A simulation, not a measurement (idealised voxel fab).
process module | voxel plated lines
cross-section cut | 155 nm wide | cells 5 nm
A cross-section is a grid of square cells, given in bands from the top down. A band is one or more rows of cells.
Each band's line starts with the height of the band's top and of its bottom, in nm. Then come its materials from left to right, each with its width in nm. One material with "throughout" fills the band from edge to edge. "air" is empty space.
Height 0 is the level under which the wafer as received is all one material. The lowest band goes on downwards, as in "0 down".
A width such as "30 to 40" changes by the same amount from each row of cells to the next, from the band's top row to its bottom row.
"no change" after a step means that no cell of the cross-section changed.
closed voids: empty space of 8 cells or more with no open way to the top, each as width x height at its distance from the left edge, in nm
after a step's settings: what the simulator itself notes on the step
overlay nm, on a step with a mask: how far to the right of its planned place the mask lay; to the left if negative
plan
1 op RECEIVE | material Si
2 op CONFORMAL_DEP | material SiN | thk nm 15
3 op DIRECTIONAL_DEP | material TiN | thk nm 5
4 op PATTERN | tone open | mask id LINES | material resist | width nm 25 | pitch nm 40 | thk nm 25 | overlay nm 0
5 op EPI | material Ru | thk nm 10
6 op EPI | material Ru | thk nm 5
7 op STRIP | etch materials resist
8 op DIRECTIONAL_ETCH | etch materials TiN | depth nm 5
9 op CONFORMAL_DEP | material SiO2 | thk nm 10
first wafer, as planned
as received, after step 1
  0 down: Si throughout
  closed voids: none
after step 2
  15 to 0: SiN throughout
  below 0: unchanged
after step 3
  20 to 15: TiN throughout
  below 15: unchanged
after step 4
  45 to 20: resist 45 | air 25 | resist 15 | air 25 | resist 45
  below 20: unchanged
after step 5
  45 to 30: resist 45 | air 25 | resist 15 | air 25 | resist 45
  30 to 20: resist 45 | Ru 25 | resist 15 | Ru 25 | resist 45
  below 20: unchanged
after step 6
  45 to 35: resist 45 | air 25 | resist 15 | air 25 | resist 45
  35 to 20: resist 45 | Ru 25 | resist 15 | Ru 25 | resist 45
  below 20: unchanged
after step 7
  35 to 20: air 45 | Ru 25 | air 15 | Ru 25 | air 45
  below 20: unchanged
after step 8
  35 to 20: air 45 | Ru 25 | air 15 | Ru 25 | air 45
  20 to 15: air 45 | TiN 25 | air 15 | TiN 25 | air 45
  below 15: unchanged
after step 9
  45 to 35: air 35 | SiO2 85 | air 35
  35 to 25: air 35 | SiO2 10 | Ru 25 | SiO2 15 | Ru 25 | SiO2 10 | air 35
  25 to 20: SiO2 45 | Ru 25 | SiO2 15 | Ru 25 | SiO2 45
  20 to 15: SiO2 45 | TiN 25 | SiO2 15 | TiN 25 | SiO2 45
  below 15: unchanged
second wafer: like start, like plan, one mistake. Through step 1 it matches the first wafer
when step 2 should have ended
  20 to 0: SiN throughout
  below 0: unchanged
when step 3 should have ended
  25 to 20: TiN throughout
  below 20: unchanged
when step 4 should have ended
  50 to 25: resist 45 | air 25 | resist 15 | air 25 | resist 45
  below 25: unchanged
when step 5 should have ended
  50 to 35: resist 45 | air 25 | resist 15 | air 25 | resist 45
  35 to 25: resist 45 | Ru 25 | resist 15 | Ru 25 | resist 45
  below 25: unchanged
when step 6 should have ended
  50 to 40: resist 45 | air 25 | resist 15 | air 25 | resist 45
  40 to 25: resist 45 | Ru 25 | resist 15 | Ru 25 | resist 45
  below 25: unchanged
when step 7 should have ended
  40 to 25: air 45 | Ru 25 | air 15 | Ru 25 | air 45
  below 25: unchanged
when step 8 should have ended
  40 to 25: air 45 | Ru 25 | air 15 | Ru 25 | air 45
  25 to 20: air 45 | TiN 25 | air 15 | TiN 25 | air 45
  below 20: unchanged
when step 9 should have ended
  50 to 40: air 35 | SiO2 85 | air 35
  40 to 30: air 35 | SiO2 10 | Ru 25 | SiO2 15 | Ru 25 | SiO2 10 | air 35
  30 to 25: SiO2 45 | Ru 25 | SiO2 15 | Ru 25 | SiO2 45
  25 to 20: SiO2 45 | TiN 25 | SiO2 15 | TiN 25 | SiO2 45
  below 20: unchanged
what went wrong: step 2 ran as: op CONFORMAL_DEP | material SiN | thk nm 20
at the end the second wafer has, in cells: 31 more of SiN
